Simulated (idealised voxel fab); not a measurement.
The following is a process module called voxel capacitor over wiring.
Cross-sectional view cut (width: 220 nm; square cell size: 5 nm).
Just so we're on the same page, the cross-sections are grids of square cells, and they're listed out in bands top to bottom, each band one or more rows deep. Band entry format. Leading values: height of top, height of bottom, nm. Remainder: materials in left-to-right order, each with its width in nm. Special words: "everywhere" on a single material, which then fills the band edge to edge; "empty", empty space. For the purposes of this specification, 0 denotes the height below which the wafer in its as-received condition is composed wholly of one material, and the lowermost band, lacking a lower limit, extends downward without end, as expressed in "0 nm and below". The notation "30 to 40" denotes a width that varies across the rows of cells in the band, beginning at the first number in the top row, finishing at the second number in the bottom row, and changing by an identical amount from each row to the next. Where a step carries "nothing altered", the cross-section came out of it unchanged, cell for cell. The entry titled "Closed void entries" provides the empty spaces that have no open way to the top, restricted to those of 8 cells or more. Each is presented as width x height at distance, the distance being measured from the left edge, with all three in nm. On a step's line, text after the settings is the simulator commenting on that step. overlay nm: for a step with a mask, the amount by which the mask lay right of where it was planned; a negative amount means left of it.

[Steps planned for the process]
step 1: RECEIVE, material Si
step 2: CONFORMAL_DEP, material SiO2, thk nm 15
step 3: DIRECTIONAL_DEP, material TiN, thk nm 5
step 4: DIRECTIONAL_DEP, material W, thk nm 15
step 5: DIRECTIONAL_DEP, material aC, thk nm 15
step 6: PATTERN, tone cover, mask id METAL_1, material resist, width nm 30, pitch nm 90, thk nm 30, overlay nm 0
step 7: DIRECTIONAL_ETCH, etch materials aC, depth nm 15
step 8: STRIP, etch materials resist
step 9: DIRECTIONAL_ETCH, etch materials W, depth nm 15
step 10: DIRECTIONAL_ETCH, etch materials TiN, depth nm 5
step 11: STRIP, etch materials aC
step 12: CONFORMAL_DEP, material SiN, thk nm 5
step 13: FILL_DEP, material SiO2, thk nm 5
step 14: CMP, height nm 35
step 15: CONFORMAL_DEP, material SiCN, thk nm 5
step 16: DIRECTIONAL_DEP, material SiO2, thk nm 15
step 17: PATTERN, tone open, mask id PLUG_1, material resist, width nm 15, thk nm 15, overlay nm 0
step 18: DIRECTIONAL_ETCH, etch materials SiO2, depth nm 15
step 19: DIRECTIONAL_ETCH, etch materials SiCN, depth nm 5
step 20: STRIP, etch materials resist
step 21: CONFORMAL_DEP, material TiN, thk nm 5
step 22: FILL_DEP, material Cu, thk nm 10
step 23: CMP, height nm 55
step 24: DIRECTIONAL_DEP, material TiN, thk nm 10
step 25: DIRECTIONAL_DEP, material Al2O3, thk nm 5
step 26: DIRECTIONAL_DEP, material TiN, thk nm 5
step 27: PATTERN, tone cover, mask id UPPER_PLATE, material resist, width nm 65, thk nm 15, overlay nm 0
step 28: DIRECTIONAL_ETCH, etch materials TiN, depth nm 5
step 29: DIRECTIONAL_ETCH, etch materials Al2O3, depth nm 5
step 30: STRIP, etch materials resist
step 31: DIRECTIONAL_DEP, material aC, thk nm 10
step 32: PATTERN, tone cover, mask id LOWER_PLATE, material resist, width nm 75, thk nm 25, overlay nm 0
step 33: DIRECTIONAL_ETCH, etch materials aC, depth nm 10
step 34: STRIP, etch materials resist
step 35: DIRECTIONAL_ETCH, etch materials TiN, depth nm 10
step 36: STRIP, etch materials aC
step 37: FILL_DEP, material SiO2, thk nm 20
step 38: CMP, height nm 90
step 39: MASKED_ETCH, tone open, mask id PLUG_2, width nm 15, etch materials SiO2, depth nm 15, overlay nm 0
step 40: CONFORMAL_DEP, material TiN, thk nm 5
step 41: FILL_DEP, material W, thk nm 5
step 42: CMP, height nm 90
step 43: CONFORMAL_DEP, material SiCN, thk nm 5

[Delivered wafer in cross-section: state after step 1]
  0 nm and below  Si everywhere
  Closed void entries: none

[Wafer cross-section at module end: first of two, run to plan]
  95 nm to 90 nm  SiCN everywhere
  90 nm to 80 nm  SiO2=75 / TiN=5 / W=5 / TiN=5 / SiO2=130
  80 nm to 70 nm  SiO2=75 to 65 / TiN=15 to 65 / SiO2=130 to 90
  70 nm to 65 nm  SiO2=65 / Al2O3=65 / SiO2=90
  65 nm to 55 nm  SiO2=60 / TiN=75 / SiO2=85
  55 nm to 40 nm  SiO2=65 / TiN=5 / Cu=5 / TiN=5 / SiO2=140
  40 nm to 35 nm  SiCN=65 / TiN=15 / SiCN=140
  35 nm to 20 nm  SiO2=45 / SiN=5 / W=30 / SiN=5 / SiO2=50 / SiN=5 / W=30 / SiN=5 / SiO2=45
  20 nm to 15 nm  SiN=50 / TiN=30 / SiN=60 / TiN=30 / SiN=50
  15 nm to 0 nm  SiO2 everywhere
  0 nm and below  Si everywhere
  Closed void entries: none

[Wafer two (of two), end-of-module cross-section: start = wafer one, plan = wafer one, one run mistake]
  95 nm to 90 nm  SiCN everywhere
  90 nm to 80 nm  SiO2=75 / TiN=5 / W=5 / TiN=5 / SiO2=130
  80 nm to 70 nm  SiO2=75 to 65 / TiN=15 to 65 / SiO2=130 to 90
  70 nm to 65 nm  SiO2=65 / Al2O3=65 / SiO2=90
  65 nm to 55 nm  SiO2=60 / TiN=75 / SiO2=85
  55 nm to 40 nm  SiO2=65 / TiN=5 / Cu=5 / TiN=5 / SiO2=140
  40 nm to 35 nm  SiCN=65 / TiN=15 / SiCN=140
  35 nm to 25 nm  SiO2=45 / SiN=5 / W=30 / SiN=5 / SiO2=50 / SiN=5 / W=30 / SiN=5 / SiO2=45
  25 nm to 20 nm  SiN=50 / W=30 / SiN=60 / W=30 / SiN=50
  20 nm to 15 nm  Al2O3 everywhere
  15 nm to 0 nm  SiO2 everywhere
  0 nm and below  Si everywhere
  Closed void entries: none
The plan and the run diverged here: step 3 ran as: DIRECTIONAL_DEP, material Al2O3, thk nm 5
Looking at both finished wafers in cells, the second ends up ahead of or behind the first on some materials: 44 more of Al2O3, 4 fewer of SiN, 28 fewer of SiO2, 12 fewer of TiN
